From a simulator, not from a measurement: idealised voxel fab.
Herein follows the process module entitled voxel self aligned contacts.
Shown is cross-section cut, with a width of 205 nm and square cells of size 5 nm.
Just so we're on the same page, the cross-sections are grids of square cells, and they're listed out in bands top to bottom, each band one or more rows deep. Look at the band entry: it leads with the top's height and the bottom's height in nm. Then it lists the materials left to right, with a width in nm for each. The word "throughout" on a single material says that material fills the band edge to edge. The word "blank" is empty space. Measure heights from 0. That's the level where, below it, the as-received wafer is all one material. The lowest band is bottomless and extends downward; write it as in "from 0 down". Think of "30->40" as a width that walks from the first number to the second as you go down the band, top row to bottom row, taking equal-sized steps from row to row. When a step is marked "left unchanged", none of the cells in the cross-section changed during that step. So "Completely enclosed voids" is basically the list of trapped voids: any empty space of 8 cells or more that can't reach the top through an opening. They're written width x height at distance, the distance being from the left edge, and it's all nm. The remark found on a step's line after its settings is issued by the simulator itself and pertains to that step. For masked steps, "overlay nm" on the step line gives how far right of plan the mask actually lay; a minus sign means it lay to the left.

**The following list gives the planned process steps**
1) op RECEIVE | material Si
2) op OXIDIZE | depth nm 5
3) op DIRECTIONAL_DEP | material polySi | thk nm 20
4) op DIRECTIONAL_DEP | material SiN | thk nm 25
5) op MASKED_ETCH | tone cover | mask id GATE | width nm 30 | pitch nm 65 | etch materials SiN | depth nm 25 | overlay nm 0
6) op MASKED_ETCH | tone cover | mask id GATE | width nm 30 | pitch nm 65 | etch materials polySi | depth nm 20 | overlay nm 0
7) op CONFORMAL_DEP | material SiN | thk nm 10
8) op DIRECTIONAL_ETCH | etch materials SiN | depth nm 10
9) op FILL_DEP | material SiO2 | thk nm 20
10) op CMP | height nm 55
11) op DIRECTIONAL_DEP | material aC | thk nm 15
12) op PATTERN | tone open | mask id CONTACT | material resist | width nm 45 | thk nm 30 | overlay nm 0
13) op DIRECTIONAL_ETCH | etch materials aC | depth nm 15
14) op STRIP | etch materials resist
15) op DIRECTIONAL_ETCH | etch materials SiO2 | depth nm 60
16) op STRIP | etch materials aC
17) op CONFORMAL_DEP | material TiN | thk nm 5
18) op FILL_DEP | material Ru | thk nm 5
19) op CMP | height nm 55
20) op CONFORMAL_DEP | material SiCN | thk nm 5

**First of two wafers: run as planned**

**The cross-section here shows the wafer as received, i.e. in its state after step 1**
	from 0 down  Si throughout
	Completely enclosed voids: none

**after step 2**
	from 0 to -5  SiO2 throughout
	Everything under -5 stays put, no change at all.

**after step 3**
	from 20 to 0  polySi throughout
	Everything under 0 stays put, no change at all.

**after step 4**
	from 45 to 20  SiN throughout
	Everything under 20 stays put, no change at all.

**after step 5**
	from 45 to 20  blank=55, SiN=30, blank=35, SiN=30, blank=55
	Everything under 20 stays put, no change at all.

**after step 6**
	from 45 to 20  blank=55, SiN=30, blank=35, SiN=30, blank=55
	from 20 to 0  blank=55, polySi=30, blank=35, polySi=30, blank=55
	Everything under 0 stays put, no change at all.

**after step 7**
	from 55 to 20  blank=45, SiN=50, blank=15, SiN=50, blank=45
	from 20 to 10  blank=45, SiN=10, polySi=30, SiN=10, blank=15, SiN=10, polySi=30, SiN=10, blank=45
	from 10 to 0  SiN=55, polySi=30, SiN=35, polySi=30, SiN=55
	Everything under 0 stays put, no change at all.

**after step 8**
	from 45 to 20  blank=45, SiN=50, blank=15, SiN=50, blank=45
	from 20 to 0  blank=45, SiN=10, polySi=30, SiN=10, blank=15, SiN=10, polySi=30, SiN=10, blank=45
	Everything under 0 stays put, no change at all.

**after step 9**
	from 65 to 45  SiO2 throughout
	from 45 to 20  SiO2=45, SiN=50, SiO2=15, SiN=50, SiO2=45
	from 20 to 0  SiO2=45, SiN=10, polySi=30, SiN=10, SiO2=15, SiN=10, polySi=30, SiN=10, SiO2=45
	Everything under 0 stays put, no change at all.

**after step 10**
	from 55 to 45  SiO2 throughout
	Everything under 45 stays put, no change at all.

**after step 11**
	from 70 to 55  aC throughout
	Everything under 55 stays put, no change at all.

**after step 12**
	from 100 to 70  resist=80, blank=45, resist=80
	Everything under 70 stays put, no change at all.

**after step 13**
	from 85 to 70  resist=80, blank=45, resist=80
	from 70 to 55  aC=80, blank=45, aC=80
	Everything under 55 stays put, no change at all.

**after step 14**
	from 70 to 55  aC=80, blank=45, aC=80
	Everything under 55 stays put, no change at all.

**after step 15**
	from 70 to 55  aC=80, blank=45, aC=80
	from 55 to 45  SiO2=80, blank=45, SiO2=80
	from 45 to 20  SiO2=45, SiN=50, blank=15, SiN=50, SiO2=45
	from 20 to 0  SiO2=45, SiN=10, polySi=30, SiN=10, blank=15, SiN=10, polySi=30, SiN=10, SiO2=45
	from 0 to -5  SiO2=95, blank=15, SiO2=95
	Everything under -5 stays put, no change at all.

**after step 16**
	from 55 to 45  SiO2=80, blank=45, SiO2=80
	Everything under 45 stays put, no change at all.

**after step 17**
	from 60 to 55  TiN=85, blank=35, TiN=85
	from 55 to 45  SiO2=80, TiN=5->20, blank=35->5, TiN=5->20, SiO2=80
	from 45 to 20  SiO2=45, SiN=50, TiN=5, blank=5, TiN=5, SiN=50, SiO2=45
	from 20 to 0  SiO2=45, SiN=10, polySi=30, SiN=10, TiN=5, blank=5, TiN=5, SiN=10, polySi=30, SiN=10, SiO2=45
	from 0 to -5  SiO2=95, TiN=15, SiO2=95
	Everything under -5 stays put, no change at all.

**after step 18**
	from 65 to 60  Ru throughout
	from 60 to 55  TiN=85, Ru=35, TiN=85
	from 55 to 45  SiO2=80, TiN=5->20, Ru=35->5, TiN=5->20, SiO2=80
	from 45 to 20  SiO2=45, SiN=50, TiN=5, Ru=5, TiN=5, SiN=50, SiO2=45
	from 20 to 0  SiO2=45, SiN=10, polySi=30, SiN=10, TiN=5, Ru=5, TiN=5, SiN=10, polySi=30, SiN=10, SiO2=45
	Everything under 0 stays put, no change at all.

**after step 19**
	from 55 to 45  SiO2=80, TiN=5->20, Ru=35->5, TiN=5->20, SiO2=80
	Everything under 45 stays put, no change at all.

**after step 20**
	from 60 to 55  SiCN throughout
	Everything under 55 stays put, no change at all.

**Notes, second wafer: start = first wafer's, plan = first wafer's, execution had one mistake; history identical to first through step 1**

The second wafer in cross-section, at the planned close of step 2: left unchanged

**The second wafer in cross-section, at the planned close of step 3**
	from 20 to 0  polySi throughout
	Everything under 0 stays put, no change at all.

**The second wafer in cross-section, at the planned close of step 4**
	from 45 to 20  SiN throughout
	Everything under 20 stays put, no change at all.

**The second wafer in cross-section, at the planned close of step 5**
	from 45 to 20  blank=55, SiN=30, blank=35, SiN=30, blank=55
	Everything under 20 stays put, no change at all.

**The second wafer in cross-section, at the planned close of step 6**
	from 45 to 20  blank=55, SiN=30, blank=35, SiN=30, blank=55
	from 20 to 0  blank=55, polySi=30, blank=35, polySi=30, blank=55
	Everything under 0 stays put, no change at all.

**The second wafer in cross-section, at the planned close of step 7**
	from 55 to 20  blank=45, SiN=50, blank=15, SiN=50, blank=45
	from 20 to 10  blank=45, SiN=10, polySi=30, SiN=10, blank=15, SiN=10, polySi=30, SiN=10, blank=45
	from 10 to 0  SiN=55, polySi=30, SiN=35, polySi=30, SiN=55
	Everything under 0 stays put, no change at all.

**The second wafer in cross-section, at the planned close of step 8**
	from 45 to 20  blank=45, SiN=50, blank=15, SiN=50, blank=45
	from 20 to 0  blank=45, SiN=10, polySi=30, SiN=10, blank=15, SiN=10, polySi=30, SiN=10, blank=45
	Everything under 0 stays put, no change at all.

**The second wafer in cross-section, at the planned close of step 9**
	from 65 to 45  SiO2 throughout
	from 45 to 20  SiO2=45, SiN=50, SiO2=15, SiN=50, SiO2=45
	from 20 to 0  SiO2=45, SiN=10, polySi=30, SiN=10, SiO2=15, SiN=10, polySi=30, SiN=10, SiO2=45
	Everything under 0 stays put, no change at all.

**The second wafer in cross-section, at the planned close of step 10**
	from 55 to 45  SiO2 throughout
	Everything under 45 stays put, no change at all.

**The second wafer in cross-section, at the planned close of step 11**
	from 70 to 55  aC throughout
	Everything under 55 stays put, no change at all.

**The second wafer in cross-section, at the planned close of step 12**
	from 100 to 70  resist=80, blank=45, resist=80
	Everything under 70 stays put, no change at all.

**The second wafer in cross-section, at the planned close of step 13**
	from 85 to 70  resist=80, blank=45, resist=80
	from 70 to 55  aC=80, blank=45, aC=80
	Everything under 55 stays put, no change at all.

**The second wafer in cross-section, at the planned close of step 14**
	from 70 to 55  aC=80, blank=45, aC=80
	Everything under 55 stays put, no change at all.

**The second wafer in cross-section, at the planned close of step 15**
	from 70 to 55  aC=80, blank=45, aC=80
	from 55 to 45  SiO2=80, blank=45, SiO2=80
	from 45 to 20  SiO2=45, SiN=50, blank=15, SiN=50, SiO2=45
	from 20 to 0  SiO2=45, SiN=10, polySi=30, SiN=10, blank=15, SiN=10, polySi=30, SiN=10, SiO2=45
	Everything under 0 stays put, no change at all.

**The second wafer in cross-section, at the planned close of step 16**
	from 55 to 45  SiO2=80, blank=45, SiO2=80
	Everything under 45 stays put, no change at all.

**The second wafer in cross-section, at the planned close of step 17**
	from 60 to 55  TiN=85, blank=35, TiN=85
	from 55 to 45  SiO2=80, TiN=5->20, blank=35->5, TiN=5->20, SiO2=80
	from 45 to 20  SiO2=45, SiN=50, TiN=5, blank=5, TiN=5, SiN=50, SiO2=45
	from 20 to 5  SiO2=45, SiN=10, polySi=30, SiN=10, TiN=5, blank=5, TiN=5, SiN=10, polySi=30, SiN=10, SiO2=45
	from 5 to 0  SiO2=45, SiN=10, polySi=30, SiN=10, TiN=15, SiN=10, polySi=30, SiN=10, SiO2=45
	Everything under 0 stays put, no change at all.

**The second wafer in cross-section, at the planned close of step 18**
	from 65 to 60  Ru throughout
	from 60 to 55  TiN=85, Ru=35, TiN=85
	from 55 to 45  SiO2=80, TiN=5->20, Ru=35->5, TiN=5->20, SiO2=80
	from 45 to 20  SiO2=45, SiN=50, TiN=5, Ru=5, TiN=5, SiN=50, SiO2=45
	from 20 to 5  SiO2=45, SiN=10, polySi=30, SiN=10, TiN=5, Ru=5, TiN=5, SiN=10, polySi=30, SiN=10, SiO2=45
	Everything under 5 stays put, no change at all.

**The second wafer in cross-section, at the planned close of step 19**
	from 55 to 45  SiO2=80, TiN=5->20, Ru=35->5, TiN=5->20, SiO2=80
	Everything under 45 stays put, no change at all.

**The second wafer in cross-section, at the planned close of step 20**
	from 60 to 55  SiCN throughout
	Everything under 55 stays put, no change at all.
Where did the run depart from the plan? plan step 2 was not performed, having been skipped
Final wafer comparison in cells, second versus first, more or fewer per material: Ru: 1 fewer | Si: 41 more | SiO2: 38 fewer | TiN: 2 fewer
